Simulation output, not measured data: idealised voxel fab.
The following is a process module called voxel self aligned vias.
Square cell edge 5 nm, section width 210 nm, ID cut.
If you're reading a cross-section in this doc, picture square cells in a grid; it comes to you as bands, top ones listed first down to the bottom, and a band can be one or more rows of cells. A band entry consists of two parts. The first gives the height of the band's top and the height of its bottom, in nm. The rest lists the band's materials from left to right, each with its width in nm. A single material labelled with the word "full width" fills the band from edge to edge, and the word "blank" marks empty space. Basically, 0 is our baseline, since under it the wafer straight out of the box is all one material. The bottom band has no lower end and keeps on going down, so it looks like "top 0, no bottom". The notation "30..40" denotes a width that varies across the rows of cells in the band, beginning at the first number in the top row, finishing at the second number in the bottom row, and changing by an identical amount from each row to the next. You'll sometimes find "identical to before" written for a step, and that's the way of saying that nowhere in the cross-section did a cell change during that step. Closed empty spaces (no open way to the top) of 8 cells or more are what "Closed void listing" lists, each as width x height at distance from the left edge, nm for all three. Heads up: the bit after the settings on a step's line is the simulator's remark on that step. Steps that use a mask can have "overlay nm" on their line. It says how far the mask sat to the right of where it was meant to be. Negative means to the left.
PROCESS STEPS - PLAN
1. RECEIVE: material Si
2. CONFORMAL_DEP: material SiO2, thk nm 10
3. CONFORMAL_DEP: material SiCN, thk nm 5
4. DIRECTIONAL_DEP: material lowk, thk nm 25
5. MASKED_ETCH: tone open, mask id LINES, width nm 30, pitch nm 60, etch materials lowk, depth nm 25, overlay nm 0
6. CONFORMAL_DEP: material TiN, thk nm 5
7. FILL_DEP: material W, thk nm 10
8. CMP: height nm 40
9. SELECTIVE_ETCH: etch materials W Ru TiN, depth nm 10
10. FILL_DEP: material SiN, thk nm 10
11. CMP: height nm 40
12. DIRECTIONAL_DEP: material lowk, thk nm 20
13. MASKED_ETCH: tone open, mask id VIAS, width nm 40, pitch nm 60, etch materials lowk, depth nm 20, overlay nm 0
14. MASKED_ETCH: tone open, mask id VIAS, width nm 40, pitch nm 60, etch materials SiN, depth nm 10, overlay nm 0
15. CONFORMAL_DEP: material TiN, thk nm 5
16. FILL_DEP: material Ru, thk nm 5
17. CMP: height nm 60
18. CONFORMAL_DEP: material SiN, thk nm 5
AS-RECEIVED STATE OF THE WAFER IN CROSS-SECTION, EQUIVALENT TO POST-STEP 1
    top 0, no bottom  Si full width
    Closed void listing: none
CROSS-SECTION: FIRST OF TWO WAFERS, MODULE FINISHED, RUN ACCORDING TO PLAN
    top 65, bottom 60  SiN full width
    top 60, bottom 45  25 lowk; 5 TiN; 30 Ru; 5 TiN; 20 lowk; 5 TiN; 30 Ru; 5 TiN; 20 lowk; 5 TiN; 30 Ru; 5 TiN; 25 lowk
    top 45, bottom 35  25..30 lowk; 10..5 TiN; 20 Ru; 10..5 TiN; 20..30 lowk; 10..5 TiN; 20 Ru; 10..5 TiN; 20..30 lowk; 10..5 TiN; 20 Ru; 10..5 TiN; 25..30 lowk
    top 35, bottom 30  30 lowk; 30 TiN; 30 lowk; 30 TiN; 30 lowk; 30 TiN; 30 lowk
    top 30, bottom 20  30 lowk; 5 TiN; 20 W; 5 TiN; 30 lowk; 5 TiN; 20 W; 5 TiN; 30 lowk; 5 TiN; 20 W; 5 TiN; 30 lowk
    top 20, bottom 15  30 lowk; 30 TiN; 30 lowk; 30 TiN; 30 lowk; 30 TiN; 30 lowk
    top 15, bottom 10  SiCN full width
    top 10, bottom 0  SiO2 full width
    top 0, no bottom  Si full width
    Closed void listing: none
THE SECOND WAFER, SHOWN IN CROSS-SECTION AFTER THE MODULE: STARTED THE SAME WAY AS THE FIRST AND GIVEN THE SAME PLAN, YET ONE MISTAKE CREPT INTO HOW IT WAS RUN
    top 65, bottom 60  SiN full width
    top 60, bottom 45  25 lowk; 5 TiN; 30 Ru; 5 TiN; 20 lowk; 5 TiN; 30 Ru; 5 TiN; 20 lowk; 5 TiN; 30 Ru; 5 TiN; 25 lowk
    top 45, bottom 35  25..35 lowk; 15..5 TiN; 15 Ru; 10..5 TiN; 20..35 lowk; 15..5 TiN; 15 Ru; 10..5 TiN; 20..35 lowk; 15..5 TiN; 15 Ru; 10..5 TiN; 25..30 lowk
    top 35, bottom 30  35 lowk; 25 TiN; 35 lowk; 25 TiN; 35 lowk; 25 TiN; 30 lowk
    top 30, bottom 20  35 lowk; 5 TiN; 15 W; 5 TiN; 35 lowk; 5 TiN; 15 W; 5 TiN; 35 lowk; 5 TiN; 15 W; 5 TiN; 30 lowk
    top 20, bottom 15  35 lowk; 25 TiN; 35 lowk; 25 TiN; 35 lowk; 25 TiN; 30 lowk
    top 15, bottom 10  SiCN full width
    top 10, bottom 0  SiO2 full width
    top 0, no bottom  Si full width
    Closed void listing: none
Processing error: the process deviated at step 5: the operation and settings actually run there were MASKED_ETCH: tone open, mask id LINES, width nm 25, pitch nm 60, etch materials lowk, depth nm 25, overlay nm 0
Heads up, by the end the second wafer has more or fewer cells of some materials compared to the first: -6 Ru | -3 TiN | -6 W | +15 lowk
